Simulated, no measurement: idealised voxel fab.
Process module under the name voxel air gaps
The cross-section shown here is cut; it is 200 nm wide and divided into square cells measuring 5 nm on a side.
A cross-section is a grid of square cells, given in bands from the top down. A band is one or more rows of cells.
The entry gives the band's vertical extent as a top height and a bottom height in nm, then its horizontal make-up as materials from left to right, each with a width in nm. "air" stands for empty space; a single material marked "throughout" fills the band edge to edge.
Heights from 0 (as-received wafer is one material below). Bottom band endless downward, as "0 -> down".
Think of "30->40" as a width that walks from the first number to the second as you go down the band, top row to bottom row, taking equal-sized steps from row to row.
What does "nothing got changed" mean for a step? It means no cell of the cross-section changed in that step.
Entry "Closed void inventory". Content: empty spaces with no open connection to the top, size 8 cells or greater. Each: width x height at distance. Distance: from left edge. Unit: nm.
That trailing text on a step's line, after the settings, is the simulator's own remark on the step.
overlay nm: step with mask; distance mask lay right of planned place; negative value = left of planned place.

Steps planned for the process:
| 1 | RECEIVE with material Si |
| 2 | CONFORMAL_DEP with material SiO2, thk nm 15 |
| 3 | CONFORMAL_DEP with material SiN, thk nm 5 |
| 4 | DIRECTIONAL_DEP with material SiO2, thk nm 35 |
| 5 | DIRECTIONAL_DEP with material aC, thk nm 15 |
| 6 | PATTERN with tone open, mask id LINES, material resist, width nm 15, pitch nm 40, thk nm 35, overlay nm 0 |
| 7 | DIRECTIONAL_ETCH with etch materials aC, depth nm 15 |
| 8 | STRIP with etch materials resist |
| 9 | DIRECTIONAL_ETCH with etch materials SiO2, depth nm 35 |
| 10 | STRIP with etch materials aC |
| 11 | CONFORMAL_DEP with material TiN, thk nm 5 |
| 12 | FILL_DEP with material W, thk nm 5 |
| 13 | CMP with height nm 55 |
| 14 | EPI with material Ru, thk nm 10 |
| 15 | SELECTIVE_ETCH with etch materials SiO2, depth nm 45 |
| 16 | CONFORMAL_DEP with material SiCN, thk nm 5 |

First wafer out of two, processed as planned:

Cross-sectional view of the wafer in its as-received condition, corresponding to the state after step 1:
> 0 -> down: Si throughout
> Closed void inventory: none

Step 2 done - wafer cross-section:
> 15 -> 0: SiO2 throughout
> Below a height of 0, the structure has not been altered.

Step 3 done - wafer cross-section:
> 20 -> 15: SiN throughout
> Below a height of 15, the structure has not been altered.

Step 4 done - wafer cross-section:
> 55 -> 20: SiO2 throughout
> Below a height of 20, the structure has not been altered.

Step 5 done - wafer cross-section:
> 70 -> 55: aC throughout
> Below a height of 55, the structure has not been altered.

Step 6 done - wafer cross-section:
> 105 -> 70: resist 50 nm, then air 15 nm, then resist 25 nm, then air 15 nm, then resist 25 nm, then air 15 nm, then resist 55 nm
> Below a height of 70, the structure has not been altered.

Step 7 done - wafer cross-section:
> 90 -> 70: resist 50 nm, then air 15 nm, then resist 25 nm, then air 15 nm, then resist 25 nm, then air 15 nm, then resist 55 nm
> 70 -> 55: aC 50 nm, then air 15 nm, then aC 25 nm, then air 15 nm, then aC 25 nm, then air 15 nm, then aC 55 nm
> Below a height of 55, the structure has not been altered.

Step 8 done - wafer cross-section:
> 70 -> 55: aC 50 nm, then air 15 nm, then aC 25 nm, then air 15 nm, then aC 25 nm, then air 15 nm, then aC 55 nm
> Below a height of 55, the structure has not been altered.

Step 9 done - wafer cross-section:
> 70 -> 55: aC 50 nm, then air 15 nm, then aC 25 nm, then air 15 nm, then aC 25 nm, then air 15 nm, then aC 55 nm
> 55 -> 20: SiO2 50 nm, then air 15 nm, then SiO2 25 nm, then air 15 nm, then SiO2 25 nm, then air 15 nm, then SiO2 55 nm
> Below a height of 20, the structure has not been altered.

Step 10 done - wafer cross-section:
> 55 -> 20: SiO2 50 nm, then air 15 nm, then SiO2 25 nm, then air 15 nm, then SiO2 25 nm, then air 15 nm, then SiO2 55 nm
> Below a height of 20, the structure has not been altered.

Step 11 done - wafer cross-section:
> 60 -> 55: TiN 55 nm, then air 5 nm, then TiN 35 nm, then air 5 nm, then TiN 35 nm, then air 5 nm, then TiN 60 nm
> 55 -> 25: SiO2 50 nm, then TiN 5 nm, then air 5 nm, then TiN 5 nm, then SiO2 25 nm, then TiN 5 nm, then air 5 nm, then TiN 5 nm, then SiO2 25 nm, then TiN 5 nm, then air 5 nm, then TiN 5 nm, then SiO2 55 nm
> 25 -> 20: SiO2 50 nm, then TiN 15 nm, then SiO2 25 nm, then TiN 15 nm, then SiO2 25 nm, then TiN 15 nm, then SiO2 55 nm
> Below a height of 20, the structure has not been altered.

Step 12 done - wafer cross-section:
> 65 -> 60: W throughout
> 60 -> 55: TiN 55 nm, then W 5 nm, then TiN 35 nm, then W 5 nm, then TiN 35 nm, then W 5 nm, then TiN 60 nm
> 55 -> 25: SiO2 50 nm, then TiN 5 nm, then W 5 nm, then TiN 5 nm, then SiO2 25 nm, then TiN 5 nm, then W 5 nm, then TiN 5 nm, then SiO2 25 nm, then TiN 5 nm, then W 5 nm, then TiN 5 nm, then SiO2 55 nm
> Below a height of 25, the structure has not been altered.

Step 13 done - wafer cross-section:
> 55 -> 25: SiO2 50 nm, then TiN 5 nm, then W 5 nm, then TiN 5 nm, then SiO2 25 nm, then TiN 5 nm, then W 5 nm, then TiN 5 nm, then SiO2 25 nm, then TiN 5 nm, then W 5 nm, then TiN 5 nm, then SiO2 55 nm
> Below a height of 25, the structure has not been altered.

Step 14 done - wafer cross-section:
> 65 -> 55: air 40 nm, then Ru 35 nm, then air 5 nm, then Ru 35 nm, then air 5 nm, then Ru 35 nm, then air 45 nm
> Below a height of 55, the structure has not been altered.

Step 15 done - wafer cross-section:
> 65 -> 55: air 40 nm, then Ru 35 nm, then air 5 nm, then Ru 35 nm, then air 5 nm, then Ru 35 nm, then air 45 nm
> 55 -> 25: air 50 nm, then TiN 5 nm, then W 5 nm, then TiN 5 nm, then air 25 nm, then TiN 5 nm, then W 5 nm, then TiN 5 nm, then air 25 nm, then TiN 5 nm, then W 5 nm, then TiN 5 nm, then air 55 nm
> 25 -> 20: air 50 nm, then TiN 15 nm, then air 25 nm, then TiN 15 nm, then air 25 nm, then TiN 15 nm, then air 55 nm
> Below a height of 20, the structure has not been altered.

Step 16 done - wafer cross-section:
> 70 -> 65: air 35 nm, then SiCN 125 nm, then air 40 nm
> 65 -> 55: air 35 nm, then SiCN 5 nm, then Ru 35 nm, then SiCN 5 nm, then Ru 35 nm, then SiCN 5 nm, then Ru 35 nm, then SiCN 5 nm, then air 40 nm
> 55 -> 50: air 35 nm, then SiCN 15 nm, then TiN 5 nm, then W 5 nm, then TiN 5 nm, then SiCN 25 nm, then TiN 5 nm, then W 5 nm, then TiN 5 nm, then SiCN 25 nm, then TiN 5 nm, then W 5 nm, then TiN 5 nm, then SiCN 15 nm, then air 40 nm
> 50 -> 25: air 45 nm, then SiCN 5 nm, then TiN 5 nm, then W 5 nm, then TiN 5 nm, then SiCN 5 nm, then air 15 nm, then SiCN 5 nm, then TiN 5 nm, then W 5 nm, then TiN 5 nm, then SiCN 5 nm, then air 15 nm, then SiCN 5 nm, then TiN 5 nm, then W 5 nm, then TiN 5 nm, then SiCN 5 nm, then air 50 nm
> 25 -> 20: SiCN 50 nm, then TiN 15 nm, then SiCN 25 nm, then TiN 15 nm, then SiCN 25 nm, then TiN 15 nm, then SiCN 55 nm
> Below a height of 20, the structure has not been altered.
> Closed void inventory: 15 x 25 at 70; 15 x 25 at 110

The Second Wafer: Common Origin and Plan, One Mistake in Execution, Identical to the First Through Step 2:

Cross-section of the second wafer corresponding to the planned conclusion of step 3:
> 50 -> 0: SiO2 throughout
> Below a height of 0, the structure has not been altered.

Cross-section of the second wafer corresponding to the planned conclusion of step 4:
> 55 -> 50: SiN throughout
> Below a height of 50, the structure has not been altered.

Cross-section of the second wafer corresponding to the planned conclusion of step 5:
> 70 -> 55: aC throughout
> Below a height of 55, the structure has not been altered.

Cross-section of the second wafer corresponding to the planned conclusion of step 6:
> 105 -> 70: resist 50 nm, then air 15 nm, then resist 25 nm, then air 15 nm, then resist 25 nm, then air 15 nm, then resist 55 nm
> Below a height of 70, the structure has not been altered.

Cross-section of the second wafer corresponding to the planned conclusion of step 7:
> 90 -> 70: resist 50 nm, then air 15 nm, then resist 25 nm, then air 15 nm, then resist 25 nm, then air 15 nm, then resist 55 nm
> 70 -> 55: aC 50 nm, then air 15 nm, then aC 25 nm, then air 15 nm, then aC 25 nm, then air 15 nm, then aC 55 nm
> Below a height of 55, the structure has not been altered.

Cross-section of the second wafer corresponding to the planned conclusion of step 8:
> 70 -> 55: aC 50 nm, then air 15 nm, then aC 25 nm, then air 15 nm, then aC 25 nm, then air 15 nm, then aC 55 nm
> Below a height of 55, the structure has not been altered.

Cross-section of the second wafer corresponding to the planned conclusion of step 9: nothing got changed

Cross-section of the second wafer corresponding to the planned conclusion of step 10:
> 55 -> 50: SiN throughout
> Below a height of 50, the structure has not been altered.

Cross-section of the second wafer corresponding to the planned conclusion of step 11:
> 60 -> 55: TiN throughout
> Below a height of 55, the structure has not been altered.

Cross-section of the second wafer corresponding to the planned conclusion of step 12:
> 65 -> 60: W throughout
> Below a height of 60, the structure has not been altered.

Cross-section of the second wafer corresponding to the planned conclusion of step 13:
> 55 -> 50: SiN throughout
> Below a height of 50, the structure has not been altered.

Cross-section of the second wafer corresponding to the planned conclusion of step 14: nothing got changed

Cross-section of the second wafer corresponding to the planned conclusion of step 15: nothing got changed

Cross-section of the second wafer corresponding to the planned conclusion of step 16:
> 60 -> 55: SiCN throughout
> Below a height of 55, the structure has not been altered.
Diagnosis: steps 3 and 4 swapped
Cell-count delta at end, second wafer over first, by material: -42 Ru, -70 SiCN, +280 SiO2, -45 TiN, -18 W
At process end, closed voids number 2 in the first wafer and 0 in the second wafer.
